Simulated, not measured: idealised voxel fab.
This section sets out a process module, namely voxel self aligned vias.
Cross-sectional view cut (width: 210 nm; square cell size: 5 nm).
Cross-section format: a grid of square cells, given as bands from top to bottom; each band is one or more rows of cells. The entry gives the band's vertical extent as a top height and a bottom height in nm, then its horizontal make-up as materials from left to right, each with a width in nm. "empty" stands for empty space; a single material marked "throughout" fills the band edge to edge. We count height from 0. Below that, the starting wafer is all one material. The lowest band never ends at the bottom but goes on down; see "0 nm and below" for how that is written. The two numbers in a width such as "30->40" mark its ends across the band: the first belongs to the top row of cells, the second to the bottom row, and from each row to the next the width moves by the same amount. Given "no alteration" for a step, no cell of the cross-section differs between before and after that step. Under "Enclosed void entries" you'll find the enclosed gaps, the ones with no way out to the top, that are 8 cells or bigger; each reads width x height at distance, with distance counted from the left edge, everything in nm. Note: text after step settings on the step line = simulator remark on that step. A step line may carry the setting "overlay nm", which, for steps involving a mask, states the distance by which the mask lay to the right of its intended position; negative values denote displacement to the left.
# Process steps foreseen in the plan
1,RECEIVE, material Si
2,CONFORMAL_DEP, material SiO2, thk nm 10
3,CONFORMAL_DEP, material SiCN, thk nm 5
4,DIRECTIONAL_DEP, material lowk, thk nm 30
5,PATTERN, tone open, mask id LINES, material resist, width nm 20, pitch nm 55, thk nm 15, overlay nm 0
6,DIRECTIONAL_ETCH, etch materials lowk, depth nm 30
7,STRIP, etch materials resist
8,CONFORMAL_DEP, material TiN, thk nm 5
9,FILL_DEP, material W, thk nm 10
10,CMP, height nm 45
11,SELECTIVE_ETCH, etch materials W Ru TiN, depth nm 10
12,FILL_DEP, material SiN, thk nm 5
13,CMP, height nm 45
14,DIRECTIONAL_DEP, material lowk, thk nm 20
15,MASKED_ETCH, tone open, mask id VIAS, width nm 40, etch materials lowk, depth nm 20, overlay nm 0
16,MASKED_ETCH, tone open, mask id VIAS, width nm 40, etch materials SiN, depth nm 10, overlay nm 0
17,CONFORMAL_DEP, material TiN, thk nm 5
18,FILL_DEP, material W, thk nm 10
19,CMP, height nm 65
20,CONFORMAL_DEP, material SiCN, thk nm 5
# Cross-sectional view of the wafer in its as-received condition, corresponding to the state after step 1
* 0 nm and below  Si throughout
* Enclosed void entries: none
# Final wafer profile in cross-section after the module, from the same start and plan as above, with one mistake made during processing
* 70 nm to 65 nm  SiCN throughout
* 65 nm to 50 nm  55 nm lowk / 5 nm TiN / 30 nm W / 5 nm TiN / 115 nm lowk
* 50 nm to 45 nm  55 nm lowk / 10 nm TiN / 20 nm W / 10 nm TiN / 115 nm lowk
* 45 nm to 40 nm  60 nm lowk / 5 nm TiN / 20 nm W / 5 nm TiN / 25 nm lowk / 30 nm SiN / 65 nm lowk
* 40 nm to 35 nm  60 nm lowk / 30 nm TiN / 25 nm lowk / 30 nm SiN / 65 nm lowk
* 35 nm to 20 nm  60 nm lowk / 5 nm TiN / 20 nm W / 5 nm TiN / 25 nm lowk / 5 nm TiN / 20 nm W / 5 nm TiN / 65 nm lowk
* 20 nm to 15 nm  60 nm lowk / 30 nm TiN / 25 nm lowk / 30 nm TiN / 65 nm lowk
* 15 nm to 10 nm  SiCN throughout
* 10 nm to 0 nm  SiO2 throughout
* 0 nm and below  Si throughout
* Enclosed void entries: none
Diagnosis: for step 5, the planned setting was not used; the step was instead run as PATTERN, tone open, mask id LINES, material resist, width nm 30, pitch nm 55, thk nm 15, overlay nm 0
